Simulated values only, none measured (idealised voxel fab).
You're looking at the process module voxel transistor to metal.
cross-section cut | 155 nm wide | cells 5 nm
Throughout this document, each cross-section is represented as a grid of square cells and is presented as a sequence of bands enumerated from the top downward, where a band comprises one or more rows of cells.
Top height, bottom height, nm. Materials left to right, width each, nm. Single material + "full width" = fills band edge to edge. "empty" = empty.
Heads up on the height convention: 0 is the point under which the incoming wafer is all one material, and the lowest band has no bottom, it just keeps going down, like "0 and below".
Think of "30..40" as a width that walks from the first number to the second as you go down the band, top row to bottom row, taking equal-sized steps from row to row.
You'll sometimes find "no modifications" written for a step, and that's the way of saying that nowhere in the cross-section did a cell change during that step.
The entry "Closed void catalog" lists the empty spaces that cover at least 8 cells and have no open path to the top. Each is written as width x height at distance, where the distance is measured from the left edge and all three values are in nm.
Read whatever lies past the settings on a step's line as the simulator's own remark about the step.
overlay nm: step with mask; distance mask lay right of planned place; negative value = left of planned place.
Pairs from here to the end. Each: cross-section before one process step, cross-section after it, the latter only as far down as the lowest band that changed. Under each: the step between, and its settings. Mind that the pairs may be taken from different runs of this module on the same starting wafer; whether a pair continues from the pair above depends on its entry headed "Prior to step", and it does only where that entry says so.

# Prior to step
    40 down to 25  empty=65 / SiCN=25 / empty=65
    25 down to -5  empty=65 / polySi=25 / empty=65
    -5 down to -10  SiO2 full width
    -10 down to -35  SiO2=30 / Si=95 / SiO2=30
    -35 and below  Si full width
    Closed void catalog: none

# Structure After Step
    40 down to 25  empty=65 / SiCN=25 / empty=65
    25 down to -5  empty=65 / polySi=25 / empty=65
    -5 down to -10  empty=65 / SiO2=25 / empty=65
    Below a height of -10, the structure has not been altered.
    Closed void catalog: none
Intermediate step for the cross-sections above: DIRECTIONAL_ETCH (etch materials SiO2; depth nm 5)

Prior to step: The cross-section prior to this step is the one presented after the step of the pair immediately above.

# Structure After Step
    45 down to 40  empty=60 / SiN=35 / empty=60
    40 down to 25  empty=60 / SiN=5 / SiCN=25 / SiN=5 / empty=60
    25 down to -5  empty=60 / SiN=5 / polySi=25 / SiN=5 / empty=60
    -5 down to -10  SiN=65 / SiO2=25 / SiN=65
    Below a height of -10, the structure has not been altered.
    Closed void catalog: none
Intermediate step for the cross-sections above: CONFORMAL_DEP (material SiN; thk nm 5)

Prior to step: The cross-section prior to this step is the one presented after the step of the pair immediately above.

# Structure After Step
    40 down to 25  empty=60 / SiN=5 / SiCN=25 / SiN=5 / empty=60
    25 down to -5  empty=60 / SiN=5 / polySi=25 / SiN=5 / empty=60
    -5 down to -10  empty=60 / SiN=5 / SiO2=25 / SiN=5 / empty=60
    Below a height of -10, the structure has not been altered.
    Closed void catalog: none
Intermediate step for the cross-sections above: DIRECTIONAL_ETCH (etch materials SiN; depth nm 5)

Prior to step: The cross-section prior to this step is the one presented after the step of the pair immediately above.

# Structure After Step
    40 down to 25  empty=60 / SiN=5 / SiCN=25 / SiN=5 / empty=60
    25 down to -5  empty=60 / SiN=5 / polySi=25 / SiN=5 / empty=60
    -5 down to -10  empty=60 / SiN=5 / SiO2=25 / SiN=5 / empty=60
    -10 down to -15  empty=30 / Si=95 / empty=30
    Below a height of -15, the structure has not been altered.
    Closed void catalog: none
Intermediate step for the cross-sections above: DIRECTIONAL_ETCH (etch materials SiO2; depth nm 5)

Prior to step: The cross-section prior to this step is the one presented after the step of the pair immediately above.

# Structure After Step
    40 down to 25  empty=60 / SiN=5 / SiCN=25 / SiN=5 / empty=60
    25 down to -5  empty=60 / SiN=5 / polySi=25 / SiN=5 / empty=60
    -5 down to -10  empty=25 / nSi=35 / SiN=5 / SiO2=25 / SiN=5 / nSi=35 / empty=25
    -10 down to -15  empty=25 / nSi=5 / Si=95 / nSi=5 / empty=25
    Below a height of -15, the structure has not been altered.
    Closed void catalog: none
Intermediate step for the cross-sections above: EPI (material nSi; thk nm 5)

Prior to step: The cross-section prior to this step is the one presented after the step of the pair immediately above.

# Structure After Step
    50 down to 40  SiO2 full width
    40 down to 25  SiO2=60 / SiN=5 / SiCN=25 / SiN=5 / SiO2=60
    25 down to -5  SiO2=60 / SiN=5 / polySi=25 / SiN=5 / SiO2=60
    -5 down to -10  SiO2=25 / nSi=35 / SiN=5 / SiO2=25 / SiN=5 / nSi=35 / SiO2=25
    -10 down to -15  SiO2=25 / nSi=5 / Si=95 / nSi=5 / SiO2=25
    Below a height of -15, the structure has not been altered.
    Closed void catalog: none
Intermediate step for the cross-sections above: FILL_DEP (material SiO2; thk nm 10)

Prior to step: The cross-section prior to this step is the one presented after the step of the pair immediately above.

# Structure After Step
    25 down to -5  SiO2=60 / SiN=5 / polySi=25 / SiN=5 / SiO2=60
    Below a height of -5, the structure has not been altered.
    Closed void catalog: none
Intermediate step for the cross-sections above: CMP (height nm 25)

Prior to step: The cross-section prior to this step is the one presented after the step of the pair immediately above.

# Structure After Step
    25 down to -5  SiO2=60 / SiN=5 / empty=25 / SiN=5 / SiO2=60
    Below a height of -5, the structure has not been altered.
    Closed void catalog: none
Intermediate step for the cross-sections above: STRIP (etch materials polySi)

Prior to step: The cross-section prior to this step is the one presented after the step of the pair immediately above.

# Structure After Step
    25 down to 20  empty=60 / SiN=5 / empty=25 / SiN=5 / empty=60
    20 down to -5  SiO2=60 / SiN=5 / empty=25 / SiN=5 / SiO2=60
    -5 down to -10  SiO2=25 / nSi=35 / SiN=5 / empty=25 / SiN=5 / nSi=35 / SiO2=25
    Below a height of -10, the structure has not been altered.
    Closed void catalog: none
Intermediate step for the cross-sections above: SELECTIVE_ETCH (etch materials SiO2; depth nm 5)

Prior to step: The cross-section prior to this step is the one presented after the step of the pair immediately above.

# Structure After Step
    30 down to 25  empty=55 / HfO2=15 / empty=15 / HfO2=15 / empty=55
    25 down to 20  HfO2=60 / SiN=5 / HfO2=5 / empty=15 / HfO2=5 / SiN=5 / HfO2=60
    20 down to -5  SiO2=60 / SiN=5 / HfO2=5 / empty=15 / HfO2=5 / SiN=5 / SiO2=60
    -5 down to -10  SiO2=25 / nSi=35 / SiN=5 / HfO2=25 / SiN=5 / nSi=35 / SiO2=25
    Below a height of -10, the structure has not been altered.
    Closed void catalog: none
Intermediate step for the cross-sections above: CONFORMAL_DEP (material HfO2; thk nm 5)

Prior to step: The cross-section prior to this step is the one presented after the step of the pair immediately above.

# Structure After Step
    35 down to 30  empty=50 / TiN=25 / empty=5 / TiN=25 / empty=50
    30 down to 25  TiN=55 / HfO2=15 / TiN=5 / empty=5 / TiN=5 / HfO2=15 / TiN=55
    25 down to 20  HfO2=60 / SiN=5 / HfO2=5 / TiN=5 / empty=5 / TiN=5 / HfO2=5 / SiN=5 / HfO2=60
    20 down to 0  SiO2=60 / SiN=5 / HfO2=5 / TiN=5 / empty=5 / TiN=5 / HfO2=5 / SiN=5 / SiO2=60
    0 down to -5  SiO2=60 / SiN=5 / HfO2=5 / TiN=15 / HfO2=5 / SiN=5 / SiO2=60
    Below a height of -5, the structure has not been altered.
    Closed void catalog: none
Intermediate step for the cross-sections above: CONFORMAL_DEP (material TiN; thk nm 5)

Prior to step: The cross-section prior to this step is the one presented after the step of the pair immediately above.

# Structure After Step
    40 down to 35  W full width
    35 down to 30  W=50 / TiN=25 / W=5 / TiN=25 / W=50
    30 down to 25  TiN=55 / HfO2=15 / TiN=5 / W=5 / TiN=5 / HfO2=15 / TiN=55
    25 down to 20  HfO2=60 / SiN=5 / HfO2=5 / TiN=5 / W=5 / TiN=5 / HfO2=5 / SiN=5 / HfO2=60
    20 down to 0  SiO2=60 / SiN=5 / HfO2=5 / TiN=5 / W=5 / TiN=5 / HfO2=5 / SiN=5 / SiO2=60
    Below a height of 0, the structure has not been altered.
    Closed void catalog: none
Intermediate step for the cross-sections above: FILL_DEP (material W; thk nm 5)

Prior to step: The cross-section prior to this step is the one presented after the step of the pair immediately above.

# Structure After Step
    20 down to 0  SiO2=60 / SiN=5 / HfO2=5 / TiN=5 / W=5 / TiN=5 / HfO2=5 / SiN=5 / SiO2=60
    Below a height of 0, the structure has not been altered.
    Closed void catalog: none
Intermediate step for the cross-sections above: CMP (height nm 20)

Prior to step: The cross-section prior to this step is the one presented after the step of the pair immediately above.

# Structure After Step
    35 down to 20  SiO2 full width
    Below a height of 20, the structure has not been altered.
    Closed void catalog: none
Intermediate step for the cross-sections above: DIRECTIONAL_DEP (material SiO2; thk nm 15)

Prior to step: The cross-section prior to this step is the one presented after the step of the pair immediately above.

# Structure After Step
    50 down to 35  aC full width
    Below a height of 35, the structure has not been altered.
    Closed void catalog: none
Intermediate step for the cross-sections above: DIRECTIONAL_DEP (material aC; thk nm 15)

Prior to step: The cross-section prior to this step is the one presented after the step of the pair immediately above.

# Structure After Step
    85 down to 50  resist=30 / empty=20 / resist=55 / empty=20 / resist=30
    Below a height of 50, the structure has not been altered.
    Closed void catalog: none
Intermediate step for the cross-sections above: PATTERN (tone open; mask id CONTACT; material resist; width nm 20; pitch nm 75; thk nm 35; overlay nm 0)

Prior to step: The cross-section prior to this step is the one presented after the step of the pair immediately above.

# Structure After Step
    70 down to 50  resist=30 / empty=20 / resist=55 / empty=20 / resist=30
    50 down to 35  aC=30 / empty=20 / aC=55 / empty=20 / aC=30
    Below a height of 35, the structure has not been altered.
    Closed void catalog: none
Intermediate step for the cross-sections above: DIRECTIONAL_ETCH (etch materials aC; depth nm 15)

Prior to step: The cross-section prior to this step is the one presented after the step of the pair immediately above.

# Structure After Step
    50 down to 35  aC=30 / empty=20 / aC=55 / empty=20 / aC=30
    Below a height of 35, the structure has not been altered.
    Closed void catalog: none
Intermediate step for the cross-sections above: STRIP (etch materials resist)

Prior to step: The cross-section prior to this step is the one presented after the step of the pair immediately above.

# Structure After Step
    50 down to 35  aC=30 / empty=20 / aC=55 / empty=20 / aC=30
    35 down to 20  SiO2=30 / empty=20 / SiO2=55 / empty=20 / SiO2=30
    20 down to 0  SiO2=30 / empty=20 / SiO2=10 / SiN=5 / HfO2=5 / TiN=5 / W=5 / TiN=5 / HfO2=5 / SiN=5 / SiO2=10 / empty=20 / SiO2=30
    0 down to -5  SiO2=30 / empty=20 / SiO2=10 / SiN=5 / HfO2=5 / TiN=15 / HfO2=5 / SiN=5 / SiO2=10 / empty=20 / SiO2=30
    Below a height of -5, the structure has not been altered.
    Closed void catalog: none
Intermediate step for the cross-sections above: DIRECTIONAL_ETCH (etch materials SiO2; depth nm 40)

Prior to step: The cross-section prior to this step is the one presented after the step of the pair immediately above.

# Structure After Step
    35 down to 20  SiO2=30 / empty=20 / SiO2=55 / empty=20 / SiO2=30
    Below a height of 20, the structure has not been altered.
    Closed void catalog: none
Intermediate step for the cross-sections above: STRIP (etch materials aC)

Prior to step: The cross-section prior to this step is the one presented after the step of the pair immediately above.

# Structure After Step
    40 down to 35  TiN=35 / empty=10 / TiN=65 / empty=10 / TiN=35
    35 down to 20  SiO2=30 / TiN=5 / empty=10 / TiN=5 / SiO2=55 / TiN=5 / empty=10 / TiN=5 / SiO2=30
    20 down to 0  SiO2=30 / TiN=5 / empty=10 / TiN=5 / SiO2=10 / SiN=5 / HfO2=5 / TiN=5 / W=5 / TiN=5 / HfO2=5 / SiN=5 / SiO2=10 / TiN=5 / empty=10 / TiN=5 / SiO2=30
    0 down to -5  SiO2=30 / TiN=20 / SiO2=10 / SiN=5 / HfO2=5 / TiN=15 / HfO2=5 / SiN=5 / SiO2=10 / TiN=20 / SiO2=30
    Below a height of -5, the structure has not been altered.
    Closed void catalog: none
Intermediate step for the cross-sections above: CONFORMAL_DEP (material TiN; thk nm 5)

Prior to step: The cross-section prior to this step is the one presented after the step of the pair immediately above.

# Structure After Step
    45 down to 40  W full width
    40 down to 35  TiN=35 / W=10 / TiN=65 / W=10 / TiN=35
    35 down to 20  SiO2=30 / TiN=5 / W=10 / TiN=5 / SiO2=55 / TiN=5 / W=10 / TiN=5 / SiO2=30
    20 down to 0  SiO2=30 / TiN=5 / W=10 / TiN=5 / SiO2=10 / SiN=5 / HfO2=5 / TiN=5 / W=5 / TiN=5 / HfO2=5 / SiN=5 / SiO2=10 / TiN=5 / W=10 / TiN=5 / SiO2=30
    Below a height of 0, the structure has not been altered.
    Closed void catalog: none
Intermediate step for the cross-sections above: FILL_DEP (material W; thk nm 5)

Prior to step: The cross-section prior to this step is the one presented after the step of the pair immediately above.

# Structure After Step
    35 down to 20  SiO2=30 / TiN=5 / W=10 / TiN=5 / SiO2=55 / TiN=5 / W=10 / TiN=5 / SiO2=30
    Below a height of 20, the structure has not been altered.
    Closed void catalog: none
Intermediate step for the cross-sections above: CMP (height nm 35)

Prior to step: The cross-section prior to this step is the one presented after the step of the pair immediately above.

# Structure After Step
    40 down to 35  SiCN full width
    Below a height of 35, the structure has not been altered.
    Closed void catalog: none
Intermediate step for the cross-sections above: CONFORMAL_DEP (material SiCN; thk nm 5)

Prior to step: The cross-section prior to this step is the one presented after the step of the pair immediately above.

# Structure After Step
    65 down to 40  lowk full width
    Below a height of 40, the structure has not been altered.
    Closed void catalog: none
Intermediate step for the cross-sections above: DIRECTIONAL_DEP (material lowk; thk nm 25)

Prior to step: The cross-section prior to this step is the one presented after the step of the pair immediately above.

# Structure After Step
    85 down to 65  resist=30 / empty=20 / resist=55 / empty=20 / resist=30
    Below a height of 65, the structure has not been altered.
    Closed void catalog: none
Intermediate step for the cross-sections above: PATTERN (tone open; mask id METAL_1; material resist; width nm 20; pitch nm 75; thk nm 20; overlay nm 0)

Prior to step: The cross-section prior to this step is the one presented after the step of the pair immediately above.

# Structure After Step
    85 down to 65  resist=30 / empty=20 / resist=55 / empty=20 / resist=30
    65 down to 40  lowk=30 / empty=20 / lowk=55 / empty=20 / lowk=30
    Below a height of 40, the structure has not been altered.
    Closed void catalog: none
Intermediate step for the cross-sections above: DIRECTIONAL_ETCH (etch materials lowk; depth nm 25)

Prior to step: The cross-section prior to this step is the one presented after the step of the pair immediately above.

# Structure After Step
    85 down to 65  resist=30 / empty=20 / resist=55 / empty=20 / resist=30
    65 down to 40  lowk=30 / empty=20 / lowk=55 / empty=20 / lowk=30
    40 down to 35  SiCN=30 / empty=20 / SiCN=55 / empty=20 / SiCN=30
    Below a height of 35, the structure has not been altered.
    Closed void catalog: none
Intermediate step for the cross-sections above: DIRECTIONAL_ETCH (etch materials SiCN; depth nm 5)

Prior to step: The cross-section prior to this step is the one presented after the step of the pair immediately above.

# Structure After Step
    65 down to 40  lowk=30 / empty=20 / lowk=55 / empty=20 / lowk=30
    Below a height of 40, the structure has not been altered.
    Closed void catalog: none
Intermediate step for the cross-sections above: STRIP (etch materials resist)

Prior to step: The cross-section prior to this step is the one presented after the step of the pair immediately above.

# Structure After Step
    70 down to 65  TiN=35 / empty=10 / TiN=65 / empty=10 / TiN=35
    65 down to 40  lowk=30 / TiN=5 / empty=10 / TiN=5 / lowk=55 / TiN=5 / empty=10 / TiN=5 / lowk=30
    40 down to 35  SiCN=30 / TiN=20 / SiCN=55 / TiN=20 / SiCN=30
    Below a height of 35, the structure has not been altered.
    Closed void catalog: none
Intermediate step for the cross-sections above: CONFORMAL_DEP (material TiN; thk nm 5)

Prior to step: The cross-section prior to this step is the one presented after the step of the pair immediately above.

# Structure After Step
    75 down to 70  Ru full width
    70 down to 65  TiN=35 / Ru=10 / TiN=65 / Ru=10 / TiN=35
    65 down to 40  lowk=30 / TiN=5 / Ru=10 / TiN=5 / lowk=55 / TiN=5 / Ru=10 / TiN=5 / lowk=30
    Below a height of 40, the structure has not been altered.
    Closed void catalog: none
Intermediate step for the cross-sections above: FILL_DEP (material Ru; thk nm 5)

Prior to step: The cross-section prior to this step is the one presented after the step of the pair immediately above.

# Structure After Step
    65 down to 40  lowk=30 / TiN=5 / Ru=10 / TiN=5 / lowk=55 / TiN=5 / Ru=10 / TiN=5 / lowk=30
    Below a height of 40, the structure has not been altered.
    Closed void catalog: none
Intermediate step for the cross-sections above: CMP (height nm 65)

Prior to step: The cross-section prior to this step is the one presented after the step of the pair immediately above.

# Structure After Step
    70 down to 65  empty=25 / Ru=30 / empty=45 / Ru=30 / empty=25
    Below a height of 65, the structure has not been altered.
    Closed void catalog: none
Intermediate step for the cross-sections above: EPI (material Ru; thk nm 5)

Prior to step: The cross-section prior to this step is the one presented after the step of the pair immediately above.

# Structure After Step
    75 down to 70  SiCN full width
    70 down to 65  SiCN=25 / Ru=30 / SiCN=45 / Ru=30 / SiCN=25
    Below a height of 65, the structure has not been altered.
    Closed void catalog: none
Intermediate step for the cross-sections above: FILL_DEP (material SiCN; thk nm 5)

Prior to step: The cross-section prior to this step is the one presented after the step of the pair immediately above.

# Structure After Step
    105 down to 75  SiO2 full width
    Below a height of 75, the structure has not been altered.
    Closed void catalog: none
Intermediate step for the cross-sections above: DIRECTIONAL_DEP (material SiO2; thk nm 30)

Prior to step: The cross-section prior to this step is the one presented after the step of the pair immediately above.

# Structure After Step
    120 down to 105  resist=30 / empty=15 / resist=60 / empty=15 / resist=35
    Below a height of 105, the structure has not been altered.
    Closed void catalog: none
Intermediate step for the cross-sections above: PATTERN (tone open; mask id METAL_2_HOLES; material resist; width nm 15; pitch nm 75; thk nm 15; overlay nm 0)

Prior to step: The cross-section prior to this step is the one presented after the step of the pair immediately above.

# Structure After Step
    120 down to 105  resist=30 / empty=15 / resist=60 / empty=15 / resist=35
    105 down to 75  SiO2=30 / empty=15 / SiO2=60 / empty=15 / SiO2=35
    Below a height of 75, the structure has not been altered.
    Closed void catalog: none
Intermediate step for the cross-sections above: DIRECTIONAL_ETCH (etch materials SiO2; depth nm 30)

Prior to step: The cross-section prior to this step is the one presented after the step of the pair immediately above.

# Structure After Step
    105 down to 75  SiO2=30 / empty=15 / SiO2=60 / empty=15 / SiO2=35
    Below a height of 75, the structure has not been altered.
    Closed void catalog: none
Intermediate step for the cross-sections above: STRIP (etch materials resist)

Prior to step: The cross-section prior to this step is the one presented after the step of the pair immediately above.

# Structure After Step
    115 down to 105  aC=30 / empty=15 / aC=60 / empty=15 / aC=35
    105 down to 85  SiO2=30 / empty=15 / SiO2=60 / empty=15 / SiO2=35
    85 down to 75  SiO2=30 / aC=15 / SiO2=60 / aC=15 / SiO2=35
    Below a height of 75, the structure has not been altered.
    Closed void catalog: none
Intermediate step for the cross-sections above: DIRECTIONAL_DEP (material aC; thk nm 10)

Prior to step: The cross-section prior to this step is the one presented after the step of the pair immediately above.

# Structure After Step
    140 down to 115  resist=30 / empty=20 / resist=55 / empty=20 / resist=30
    Below a height of 115, the structure has not been altered.
    Closed void catalog: none
Intermediate step for the cross-sections above: PATTERN (tone open; mask id METAL_2; material resist; width nm 20; pitch nm 75; thk nm 25; overlay nm 0)

Prior to step: The cross-section prior to this step is the one presented after the step of the pair immediately above.

# Structure After Step
    130 down to 115  resist=30 / empty=20 / resist=55 / empty=20 / resist=30
    115 down to 105  aC=30 / empty=20 / aC=55 / empty=20 / aC=30
    105 down to 75  SiO2=30 / empty=15 / SiO2=60 / empty=15 / SiO2=35
    Below a height of 75, the structure has not been altered.
    Closed void catalog: none
Intermediate step for the cross-sections above: DIRECTIONAL_ETCH (etch materials aC; depth nm 10)

Prior to step: The cross-section prior to this step is the one presented after the step of the pair immediately above.

# Structure After Step
    115 down to 105  aC=30 / empty=20 / aC=55 / empty=20 / aC=30
    Below a height of 105, the structure has not been altered.
    Closed void catalog: none
Intermediate step for the cross-sections above: STRIP (etch materials resist)

Prior to step: The cross-section prior to this step is the one presented after the step of the pair immediately above.

# Structure After Step
    115 down to 105  aC=30 / empty=20 / aC=55 / empty=20 / aC=30
    105 down to 90  SiO2=30 / empty=20 / SiO2=55 / empty=20 / SiO2=30
    Below a height of 90, the structure has not been altered.
    Closed void catalog: none
Intermediate step for the cross-sections above: DIRECTIONAL_ETCH (etch materials SiO2; depth nm 15)

Prior to step: The cross-section prior to this step is the one presented after the step of the pair immediately above.

# Structure After Step
    115 down to 105  aC=30 / empty=20 / aC=55 / empty=20 / aC=30
    105 down to 90  SiO2=30 / empty=20 / SiO2=55 / empty=20 / SiO2=30
    90 down to 75  SiO2=30 / empty=15 / SiO2=60 / empty=15 / SiO2=35
    75 down to 70  SiCN=30 / empty=15 / SiCN=60 / empty=15 / SiCN=35
    Below a height of 70, the structure has not been altered.
    Closed void catalog: none
Intermediate step for the cross-sections above: DIRECTIONAL_ETCH (etch materials SiCN; depth nm 5)

Prior to step: The cross-section prior to this step is the one presented after the step of the pair immediately above.

# Structure After Step
    105 down to 90  SiO2=30 / empty=20 / SiO2=55 / empty=20 / SiO2=30
    Below a height of 90, the structure has not been altered.
    Closed void catalog: none
Intermediate step for the cross-sections above: STRIP (etch materials aC)

Prior to step: The cross-section prior to this step is the one presented after the step of the pair immediately above.

# Structure After Step
    110 down to 105  TiN=35 / empty=10 / TiN=65 / empty=10 / TiN=35
    105 down to 95  SiO2=30 / TiN=5 / empty=10 / TiN=5 / SiO2=55 / TiN=5 / empty=10 / TiN=5 / SiO2=30
    95 down to 90  SiO2=30 / TiN=5 / empty=5 / TiN=10 / SiO2=55 / TiN=5 / empty=5 / TiN=10 / SiO2=30
    90 down to 75  SiO2=30 / TiN=5 / empty=5 / TiN=5 / SiO2=60 / TiN=5 / empty=5 / TiN=5 / SiO2=35
    75 down to 70  SiCN=30 / TiN=15 / SiCN=60 / TiN=15 / SiCN=35
    Below a height of 70, the structure has not been altered.
    Closed void catalog: none
Intermediate step for the cross-sections above: CONFORMAL_DEP (material TiN; thk nm 5)

Prior to step: The cross-section prior to this step is the one presented after the step of the pair immediately above.

# Structure After Step
    120 down to 110  Cu full width
    110 down to 105  TiN=35 / Cu=10 / TiN=65 / Cu=10 / TiN=35
    105 down to 95  SiO2=30 / TiN=5 / Cu=10 / TiN=5 / SiO2=55 / TiN=5 / Cu=10 / TiN=5 / SiO2=30
    95 down to 90  SiO2=30 / TiN=5 / Cu=5 / TiN=10 / SiO2=55 / TiN=5 / Cu=5 / TiN=10 / SiO2=30
    90 down to 75  SiO2=30 / TiN=5 / Cu=5 / TiN=5 / SiO2=60 / TiN=5 / Cu=5 / TiN=5 / SiO2=35
    Below a height of 75, the structure has not been altered.
    Closed void catalog: none
Intermediate step for the cross-sections above: FILL_DEP (material Cu; thk nm 10)

Prior to step: The cross-section prior to this step is the one presented after the step of the pair immediately above.

# Structure After Step
    105 down to 95  SiO2=30 / TiN=5 / Cu=10 / TiN=5 / SiO2=55 / TiN=5 / Cu=10 / TiN=5 / SiO2=30
    Below a height of 95, the structure has not been altered.
    Closed void catalog: none
Intermediate step for the cross-sections above: CMP (height nm 105)

Prior to step: The cross-section prior to this step is the one presented after the step of the pair immediately above.

# Structure After Step
    110 down to 105  SiCN full width
    Below a height of 105, the structure has not been altered.
    Closed void catalog: none
Intermediate step for the cross-sections above: CONFORMAL_DEP (material SiCN; thk nm 5)

# Prior to step
    35 down to 20  SiO2 full width
    20 down to 0  SiO2=55 / SiN=5 / HfO2=5 / TiN=5 / W=15 / TiN=5 / HfO2=5 / SiN=5 / SiO2=55
    0 down to -5  SiO2=55 / SiN=5 / HfO2=5 / TiN=25 / HfO2=5 / SiN=5 / SiO2=55
    -5 down to -10  SiO2=25 / nSi=30 / SiO2=5 / HfO2=35 / SiO2=5 / nSi=30 / SiO2=25
    -10 down to -35  SiO2=30 / Si=95 / SiO2=30
    -35 and below  Si full width
    Closed void catalog: none

# Structure After Step
    50 down to 20  SiO2 full width
    Below a height of 20, the structure has not been altered.
    Closed void catalog: none
Intermediate step for the cross-sections above: DIRECTIONAL_DEP (material SiO2; thk nm 15)

Prior to step: The cross-section prior to this step is the one presented after the step of the pair immediately above.

# Structure After Step
    65 down to 50  aC full width
    Below a height of 50, the structure has not been altered.
    Closed void catalog: none
Intermediate step for the cross-sections above: DIRECTIONAL_DEP (material aC; thk nm 15)

Prior to step: The cross-section prior to this step is the one presented after the step of the pair immediately above.

# Structure After Step
    100 down to 65  resist=30 / empty=20 / resist=55 / empty=20 / resist=30
    Below a height of 65, the structure has not been altered.
    Closed void catalog: none
Intermediate step for the cross-sections above: PATTERN (tone open; mask id CONTACT; material resist; width nm 20; pitch nm 75; thk nm 35; overlay nm 0)

Prior to step: The cross-section prior to this step is the one presented after the step of the pair immediately above.

# Structure After Step
    85 down to 65  resist=30 / empty=20 / resist=55 / empty=20 / resist=30
    65 down to 50  aC=30 / empty=20 / aC=55 / empty=20 / aC=30
    Below a height of 50, the structure has not been altered.
    Closed void catalog: none
Intermediate step for the cross-sections above: DIRECTIONAL_ETCH (etch materials aC; depth nm 15)

Prior to step: The cross-section prior to this step is the one presented after the step of the pair immediately above.

# Structure After Step
    65 down to 50  aC=30 / empty=20 / aC=55 / empty=20 / aC=30
    Below a height of 50, the structure has not been altered.
    Closed void catalog: none
Intermediate step for the cross-sections above: STRIP (etch materials resist)

Prior to step: The cross-section prior to this step is the one presented after the step of the pair immediately above.

# Structure After Step
    65 down to 50  aC=30 / empty=20 / aC=55 / empty=20 / aC=30
    50 down to 20  SiO2=30 / empty=20 / SiO2=55 / empty=20 / SiO2=30
    20 down to 10  SiO2=30 / empty=20 / SiO2=5 / SiN=5 / HfO2=5 / TiN=5 / W=15 / TiN=5 / HfO2=5 / SiN=5 / SiO2=5 / empty=20 / SiO2=30
    Below a height of 10, the structure has not been altered.
    Closed void catalog: none
Intermediate step for the cross-sections above: DIRECTIONAL_ETCH (etch materials SiO2; depth nm 40)

Prior to step: The cross-section prior to this step is the one presented after the step of the pair immediately above.

# Structure After Step
    50 down to 20  SiO2=30 / empty=20 / SiO2=55 / empty=20 / SiO2=30
    Below a height of 20, the structure has not been altered.
    Closed void catalog: none
Intermediate step for the cross-sections above: STRIP (etch materials aC)

Prior to step: The cross-section prior to this step is the one presented after the step of the pair immediately above.

# Structure After Step
    55 down to 50  TiN=35 / empty=10 / TiN=65 / empty=10 / TiN=35
    50 down to 20  SiO2=30 / TiN=5 / empty=10 / TiN=5 / SiO2=55 / TiN=5 / empty=10 / TiN=5 / SiO2=30
    20 down to 15  SiO2=30 / TiN=5 / empty=10 / TiN=5 / SiO2=5 / SiN=5 / HfO2=5 / TiN=5 / W=15 / TiN=5 / HfO2=5 / SiN=5 / SiO2=5 / TiN=5 / empty=10 / TiN=5 / SiO2=30
    15 down to 10  SiO2=30 / TiN=20 / SiO2=5 / SiN=5 / HfO2=5 / TiN=5 / W=15 / TiN=5 / HfO2=5 / SiN=5 / SiO2=5 / TiN=20 / SiO2=30
    Below a height of 10, the structure has not been altered.
    Closed void catalog: none
Intermediate step for the cross-sections above: CONFORMAL_DEP (material TiN; thk nm 5)

Prior to step: The cross-section prior to this step is the one presented after the step of the pair immediately above.

# Structure After Step
    60 down to 55  W full width
    55 down to 50  TiN=35 / W=10 / TiN=65 / W=10 / TiN=35
    50 down to 20  SiO2=30 / TiN=5 / W=10 / TiN=5 / SiO2=55 / TiN=5 / W=10 / TiN=5 / SiO2=30
    20 down to 15  SiO2=30 / TiN=5 / W=10 / TiN=5 / SiO2=5 / SiN=5 / HfO2=5 / TiN=5 / W=15 / TiN=5 / HfO2=5 / SiN=5 / SiO2=5 / TiN=5 / W=10 / TiN=5 / SiO2=30
    Below a height of 15, the structure has not been altered.
    Closed void catalog: none
Intermediate step for the cross-sections above: FILL_DEP (material W; thk nm 5)

Prior to step: The cross-section prior to this step is the one presented after the step of the pair immediately above.

# Structure After Step
    35 down to 20  SiO2=30 / TiN=5 / W=10 / TiN=5 / SiO2=55 / TiN=5 / W=10 / TiN=5 / SiO2=30
    Below a height of 20, the structure has not been altered.
    Closed void catalog: none
Intermediate step for the cross-sections above: CMP (height nm 35)

Prior to step: The cross-section prior to this step is the one presented after the step of the pair immediately above.

# Structure After Step
    40 down to 35  SiCN full width
    Below a height of 35, the structure has not been altered.
    Closed void catalog: none
Intermediate step for the cross-sections above: CONFORMAL_DEP (material SiCN; thk nm 5)

Prior to step: The cross-section prior to this step is the one presented after the step of the pair immediately above.

# Structure After Step
    65 down to 40  lowk full width
    Below a height of 40, the structure has not been altered.
    Closed void catalog: none
Intermediate step for the cross-sections above: DIRECTIONAL_DEP (material lowk; thk nm 25)

Prior to step: The cross-section prior to this step is the one presented after the step of the pair immediately above.

# Structure After Step
    85 down to 65  resist=30 / empty=20 / resist=55 / empty=20 / resist=30
    Below a height of 65, the structure has not been altered.
    Closed void catalog: none
Intermediate step for the cross-sections above: PATTERN (tone open; mask id METAL_1; material resist; width nm 20; pitch nm 75; thk nm 20; overlay nm 0)

Prior to step: The cross-section prior to this step is the one presented after the step of the pair immediately above.

# Structure After Step
    85 down to 65  resist=30 / empty=20 / resist=55 / empty=20 / resist=30
    65 down to 40  lowk=30 / empty=20 / lowk=55 / empty=20 / lowk=30
    Below a height of 40, the structure has not been altered.
    Closed void catalog: none
Intermediate step for the cross-sections above: DIRECTIONAL_ETCH (etch materials lowk; depth nm 25)

Prior to step: The cross-section prior to this step is the one presented after the step of the pair immediately above.

# Structure After Step
    85 down to 65  resist=30 / empty=20 / resist=55 / empty=20 / resist=30
    65 down to 40  lowk=30 / empty=20 / lowk=55 / empty=20 / lowk=30
    40 down to 35  SiCN=30 / empty=20 / SiCN=55 / empty=20 / SiCN=30
    Below a height of 35, the structure has not been altered.
    Closed void catalog: none
Intermediate step for the cross-sections above: DIRECTIONAL_ETCH (etch materials SiCN; depth nm 5)

Prior to step: The cross-section prior to this step is the one presented after the step of the pair immediately above.

# Structure After Step
    65 down to 40  lowk=30 / empty=20 / lowk=55 / empty=20 / lowk=30
    Below a height of 40, the structure has not been altered.
    Closed void catalog: none
Intermediate step for the cross-sections above: STRIP (etch materials resist)

Prior to step: The cross-section prior to this step is the one presented after the step of the pair immediately above.

# Structure After Step
    70 down to 65  TiN=35 / empty=10 / TiN=65 / empty=10 / TiN=35
    65 down to 40  lowk=30 / TiN=5 / empty=10 / TiN=5 / lowk=55 / TiN=5 / empty=10 / TiN=5 / lowk=30
    40 down to 35  SiCN=30 / TiN=20 / SiCN=55 / TiN=20 / SiCN=30
    Below a height of 35, the structure has not been altered.
    Closed void catalog: none
Intermediate step for the cross-sections above: CONFORMAL_DEP (material TiN; thk nm 5)
